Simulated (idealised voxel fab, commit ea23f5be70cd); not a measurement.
Module name: voxel transistor to metal (process module)
We display cut, a cross-section 260 nm in width whose square cells are each 5 nm.
Heads up, the way a cross-section reads in here is a grid of square cells, handed over as bands from the top down, with every band being one or more rows of cells.
Top, bottom (nm), then materials left to right with widths (nm); lone material tagged "throughout" fills the whole band edge to edge; "empty" = empty space.
Heads up on the height convention: 0 is the point under which the incoming wafer is all one material, and the lowest band has no bottom, it just keeps going down, like "from 0 down".
Graded width ("30 to 40"): value in top row of band = first number; value in bottom row = second number; row-to-row change constant.
What does "all unchanged" mean for a step? It means no cell of the cross-section changed in that step.
In "Voids, fully enclosed" the enclosed voids are listed, meaning empty spaces of 8 cells or larger without any opening to the top. The form is width x height at distance, distance from the left edge, units nm.
Where a step's line continues beyond its settings, the continuation is a remark by the simulator itself on that step.
overlay nm: for a step with a mask, the amount by which the mask lay right of where it was planned; a negative amount means left of it.

PLANNED PROCESS STEPS
1,RECEIVE: material Si
2,OXIDIZE: depth nm 5
3,CONFORMAL_DEP: material SiN, thk nm 15
4,PATTERN: tone cover, mask id ACTIVE, material resist, width nm 95, pitch nm 125, thk nm 15, overlay nm 0
5,DIRECTIONAL_ETCH: etch materials SiN, depth nm 15
6,DIRECTIONAL_ETCH: etch materials SiO2, depth nm 5
7,DIRECTIONAL_ETCH: etch materials Si, depth nm 30
8,STRIP: etch materials resist
9,OXIDIZE: depth nm 5
10,FILL_DEP: material SiO2, thk nm 10
11,CMP: height nm 15
12,SELECTIVE_ETCH: etch materials SiO2, depth nm 10
13,STRIP: etch materials SiN
14,SELECTIVE_ETCH: etch materials SiO2, depth nm 5
15,OXIDIZE: depth nm 5
16,DIRECTIONAL_DEP: material polySi, thk nm 25
17,DIRECTIONAL_DEP: material SiCN, thk nm 15
18,MASKED_ETCH: tone cover, mask id GATE, width nm 25, pitch nm 125, etch materials SiCN, depth nm 25, overlay nm 0
19,MASKED_ETCH: tone cover, mask id GATE, width nm 25, pitch nm 125, etch materials polySi, depth nm 35, overlay nm 0
20,CONFORMAL_DEP: material SiN, thk nm 5
21,DIRECTIONAL_ETCH: etch materials SiN, depth nm 5
22,DIRECTIONAL_ETCH: etch materials SiO2, depth nm 5
23,DIRECTIONAL_ETCH: etch materials Si, depth nm 15
24,EPI: material SiGe, thk nm 15
25,FILL_DEP: material SiO2, thk nm 5
26,CMP: height nm 35
27,DIRECTIONAL_DEP: material SiO2, thk nm 15
28,MASKED_ETCH: tone open, mask id CONTACT, width nm 25, etch materials SiO2, depth nm 60, overlay nm 0
29,CONFORMAL_DEP: material TiN, thk nm 5
30,FILL_DEP: material W, thk nm 5
31,CMP: height nm 50
32,CONFORMAL_DEP: material SiN, thk nm 5
33,DIRECTIONAL_DEP: material SiO2, thk nm 15
34,DIRECTIONAL_DEP: material aC, thk nm 15
35,PATTERN: tone open, mask id METAL_1, material resist, width nm 15, thk nm 30, overlay nm 0
36,DIRECTIONAL_ETCH: etch materials aC, depth nm 15
37,STRIP: etch materials resist
38,DIRECTIONAL_ETCH: etch materials SiO2, depth nm 15
39,DIRECTIONAL_ETCH: etch materials SiN, depth nm 5
40,STRIP: etch materials aC
41,CONFORMAL_DEP: material TiN, thk nm 5
42,FILL_DEP: material Cu, thk nm 10
43,CMP: height nm 70
44,CONFORMAL_DEP: material SiN, thk nm 5

CROSS-SECTION OF THE INCOMING WAFER, STATE AFTER STEP 1
- from 0 down: Si throughout
- Voids, fully enclosed: none

CROSS-SECTIONAL VIEW OF THE FIRST OF THE TWO WAFERS UPON COMPLETION OF THE MODULE, PROCESSED IN ACCORDANCE WITH THE PLAN
- from 75 to 70: SiN throughout
- from 70 to 55: SiO2 25  TiN 5  Cu 5  TiN 5  SiO2 55  TiN 5  Cu 5  TiN 5  SiO2 40  TiN 5  Cu 5  TiN 5  SiO2 55  TiN 5  Cu 5  TiN 5  SiO2 25
- from 55 to 50: SiN 25  TiN 15  SiN 55  TiN 15  SiN 40  TiN 15  SiN 55  TiN 15  SiN 25
- from 50 to 35: SiO2 25  TiN 5  W 15  TiN 5  SiO2 35  TiN 5  W 15  TiN 5  SiO2 40  TiN 5  W 15  TiN 5  SiO2 35  TiN 5  W 15  TiN 5  SiO2 25
- from 35 to 20: SiO2 25  TiN 5  W 15  TiN 5  SiN 5  SiCN 25  SiN 5  TiN 5  W 15  TiN 5  SiO2 40  TiN 5  W 15  TiN 5  SiN 5  SiCN 25  SiN 5  TiN 5  W 15  TiN 5  SiO2 25
- from 20 to 10: SiO2 25  TiN 5  W 15  TiN 5  SiN 5  polySi 25  SiN 5  TiN 5  W 15  TiN 5  SiO2 40  TiN 5  W 15  TiN 5  SiN 5  polySi 25  SiN 5  TiN 5  W 15  TiN 5  SiO2 25
- from 10 to 5: SiO2 25  TiN 25  SiN 5  polySi 25  SiN 5  TiN 25  SiO2 40  TiN 25  SiN 5  polySi 25  SiN 5  TiN 25  SiO2 25
- from 5 to 0: SiO2 25  TiN 10  SiGe 15  SiN 5  polySi 25  SiN 5  SiGe 15  TiN 10  SiO2 40  TiN 10  SiGe 15  SiN 5  polySi 25  SiN 5  SiGe 15  TiN 10  SiO2 25
- from 0 to -5: SiO2 15  SiN 5  SiO2 5  TiN 10  SiGe 15  SiN 5  polySi 25  SiN 5  SiGe 15  TiN 10  SiO2 5  SiN 5  SiO2 20  SiN 5  SiO2 5  TiN 10  SiGe 15  SiN 5  polySi 25  SiN 5  SiGe 15  TiN 10  SiO2 5  SiN 5  SiO2 15
- from -5 to -10: SiO2 25  TiN 10  SiGe 15  SiO2 35  SiGe 15  TiN 10  SiO2 40  TiN 10  SiGe 15  SiO2 35  SiGe 15  TiN 10  SiO2 25
- from -10 to -25: SiO2 25  SiGe 25  Si 35  SiGe 25  SiO2 40  SiGe 25  Si 35  SiGe 25  SiO2 25
- from -25 to -40: SiO2 25  Si 85  SiO2 40  Si 85  SiO2 25
- from -40 down: Si throughout
- Voids, fully enclosed: none

CROSS-SECTIONAL VIEW: SECOND OF TWO WAFERS, END OF MODULE; START AND PLAN IDENTICAL TO THE FIRST, ONE MISTAKE IN RUNNING
- from 75 to 70: SiN throughout
- from 70 to 55: SiO2 25  TiN 5  Cu 5  TiN 5  SiO2 55  TiN 5  Cu 5  TiN 5  SiO2 40  TiN 5  Cu 5  TiN 5  SiO2 55  TiN 5  Cu 5  TiN 5  SiO2 25
- from 55 to 50: SiN 25  TiN 15  SiN 55  TiN 15  SiN 40  TiN 15  SiN 55  TiN 15  SiN 25
- from 50 to 35: SiO2 25  TiN 5  W 15  TiN 5  SiO2 35  TiN 5  W 15  TiN 5  SiO2 40  TiN 5  W 15  TiN 5  SiO2 35  TiN 5  W 15  TiN 5  SiO2 25
- from 35 to 20: SiO2 25  TiN 5  W 15  TiN 5  SiN 5  SiCN 25  SiN 5  TiN 5  W 15  TiN 5  SiO2 40  TiN 5  W 15  TiN 5  SiN 5  SiCN 25  SiN 5  TiN 5  W 15  TiN 5  SiO2 25
- from 20 to 10: SiO2 25  TiN 5  W 15  TiN 5  SiN 5  polySi 25  SiN 5  TiN 5  W 15  TiN 5  SiO2 40  TiN 5  W 15  TiN 5  SiN 5  polySi 25  SiN 5  TiN 5  W 15  TiN 5  SiO2 25
- from 10 to 5: SiO2 25  TiN 25  SiN 5  polySi 25  SiN 5  TiN 25  SiO2 40  TiN 25  SiN 5  polySi 25  SiN 5  TiN 25  SiO2 25
- from 5 to 0: SiO2 25  TiN 10  SiGe 15  SiN 5  polySi 25  SiN 5  SiGe 15  TiN 10  SiO2 40  TiN 10  SiGe 15  SiN 5  polySi 25  SiN 5  SiGe 15  TiN 10  SiO2 25
- from 0 to -5: SiO2 5  SiN 5  SiO2 15  TiN 10  SiGe 15  SiN 5  polySi 25  SiN 5  SiGe 15  TiN 10  SiO2 40  TiN 10  SiGe 15  SiN 5  polySi 25  SiN 5  SiGe 15  TiN 10  SiO2 15  SiN 5  SiO2 5
- from -5 to -10: SiO2 5  SiN 5  SiO2 10  SiN 5  SiGe 25  SiO2 35  SiGe 25  SiN 5  SiO2 30  SiN 5  SiGe 25  SiO2 35  SiGe 25  SiN 5  SiO2 10  SiN 5  SiO2 5
- from -10 to -15: SiO2 5  SiN 5  SiO2 10  SiN 5  SiO2 5  SiGe 20  Si 35  SiGe 20  SiO2 5  SiN 5  SiO2 30  SiN 5  SiO2 5  SiGe 20  Si 35  SiGe 20  SiO2 5  SiN 5  SiO2 10  SiN 5  SiO2 5
- from -15 to -20: SiO2 30  SiGe 20  Si 35  SiGe 20  SiO2 50  SiGe 20  Si 35  SiGe 20  SiO2 30
- from -20 to -25: SiO2 25  Si 5  SiGe 20  Si 35  SiGe 20  Si 5  SiO2 40  Si 5  SiGe 20  Si 35  SiGe 20  Si 5  SiO2 25
- from -25 to -40: SiO2 25  Si 85  SiO2 40  Si 85  SiO2 25
- from -40 down: Si throughout
- Voids, fully enclosed: none
Which mistake was made when the wafer was run? it was found that steps 12 and 13 of the process plan had been performed in exchanged positions
In the final state, the cell counts of the second wafer exceed or fall short of those of the first for the following materials: +4 Si, -4 SiGe, +10 SiN, -2 SiO2, -8 TiN
